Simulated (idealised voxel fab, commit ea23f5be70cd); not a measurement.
The following process module bears the name voxel local oxidation.
We display cut, a cross-section 255 nm in width whose square cells are each 5 nm.
In what follows, cross-sections appear as grids of square cells, described through bands that run from the top down, where every band is one or more rows of cells. A band entry consists of two parts. The first gives the height of the band's top and the height of its bottom, in nm. The rest lists the band's materials from left to right, each with its width in nm. A single material labelled with the word "edge to edge" fills the band from edge to edge, and the word "empty" marks empty space. Note: height 0 marks the level under which the wafer is uniformly one material as received. Lowest band unbounded below, written "0 -> down". The expression "30..40" gives the width at the extremes of the band, the first number at its top row of cells and the second at its bottom row, with the width changing by equal amounts from each row to the next in between. Any step labelled "remained the same" changed none of the cells in the cross-section. Basically, "Fully closed voids" tells you about the enclosed voids: empty spaces with no open way to the top, 8 cells or bigger, each written width x height at distance, where distance is from the left edge, all in nm. Anything after a step's settings on that line? It's the simulator's own note about the step. A step line may carry the setting "overlay nm", which, for steps involving a mask, states the distance by which the mask lay to the right of its intended position; negative values denote displacement to the left.

-- Here's what the planned process steps look like
1: RECEIVE: material Si
2: CONFORMAL_DEP: material SiO2, thk nm 5
3: CONFORMAL_DEP: material SiN, thk nm 15
4: PATTERN: tone cover, mask id ACTIVE, material resist, width nm 95, thk nm 20, overlay nm 0
5: DIRECTIONAL_ETCH: etch materials SiN, depth nm 15
6: STRIP: etch materials resist
7: SELECTIVE_ETCH: etch materials SiO2, depth nm 5
8: OXIDIZE: depth nm 10
9: STRIP: etch materials SiN

-- First of two wafers - as planned

-- Cross-sectional view of the wafer in its as-received condition, corresponding to the state after step 1
> 0 -> down | Si edge to edge
> Fully closed voids: none

-- Step 2 complete: cross-section through the wafer
> 5 -> 0 | SiO2 edge to edge
> Everything below 0 is unchanged.

-- Step 3 complete: cross-section through the wafer
> 20 -> 5 | SiN edge to edge
> Everything below 5 is unchanged.

-- Step 4 complete: cross-section through the wafer
> 40 -> 20 | 80 empty, then 95 resist, then 80 empty
> Everything below 20 is unchanged.

-- Step 5 complete: cross-section through the wafer
> 40 -> 20 | 80 empty, then 95 resist, then 80 empty
> 20 -> 5 | 80 empty, then 95 SiN, then 80 empty
> Everything below 5 is unchanged.

-- Step 6 complete: cross-section through the wafer
> 20 -> 5 | 80 empty, then 95 SiN, then 80 empty
> Everything below 5 is unchanged.

-- Step 7 complete: cross-section through the wafer
> 20 -> 5 | 80 empty, then 95 SiN, then 80 empty
> 5 -> 0 | 85 empty, then 85 SiO2, then 85 empty
> Everything below 0 is unchanged.

-- Step 8 complete: cross-section through the wafer
> 20 -> 5 | 80 empty, then 95 SiN, then 80 empty
> 5 -> 0 | 85 empty, then 85 SiO2, then 85 empty
> 0 -> -10 | 95 SiO2, then 65 Si, then 95 SiO2
> Everything below -10 is unchanged.

-- Step 9 complete: cross-section through the wafer
> 5 -> 0 | 85 empty, then 85 SiO2, then 85 empty
> Everything below 0 is unchanged.

-- Companion wafer, the second of two: same beginning, same intended sequence, one mistake in carrying it out; through step 5 inclusive it tracks the first exactly

-- Second wafer, cut view, end of step 6 per plan
> 40 -> 20 | 80 empty, then 95 resist, then 80 empty
> 20 -> 5 | 80 empty, then 95 SiN, then 80 empty
> 5 -> 0 | 85 empty, then 85 SiO2, then 85 empty
> Everything below 0 is unchanged.

-- Second wafer, cut view, end of step 7 per plan
> 20 -> 5 | 80 empty, then 95 SiN, then 80 empty
> Everything below 5 is unchanged.

-- Second wafer, cut view, end of step 8 per plan
> 20 -> 5 | 80 empty, then 95 SiN, then 80 empty
> 5 -> 0 | 85 empty, then 85 SiO2, then 85 empty
> 0 -> -10 | 95 SiO2, then 65 Si, then 95 SiO2
> Everything below -10 is unchanged.

-- Second wafer, cut view, end of step 9 per plan
> 5 -> 0 | 85 empty, then 85 SiO2, then 85 empty
> Everything below 0 is unchanged.
What was done differently from what was planned? steps 6 and 7 of the plan were each performed in the slot designated for the other
at the end the two cross-sections are the same: no effect in what this model computes
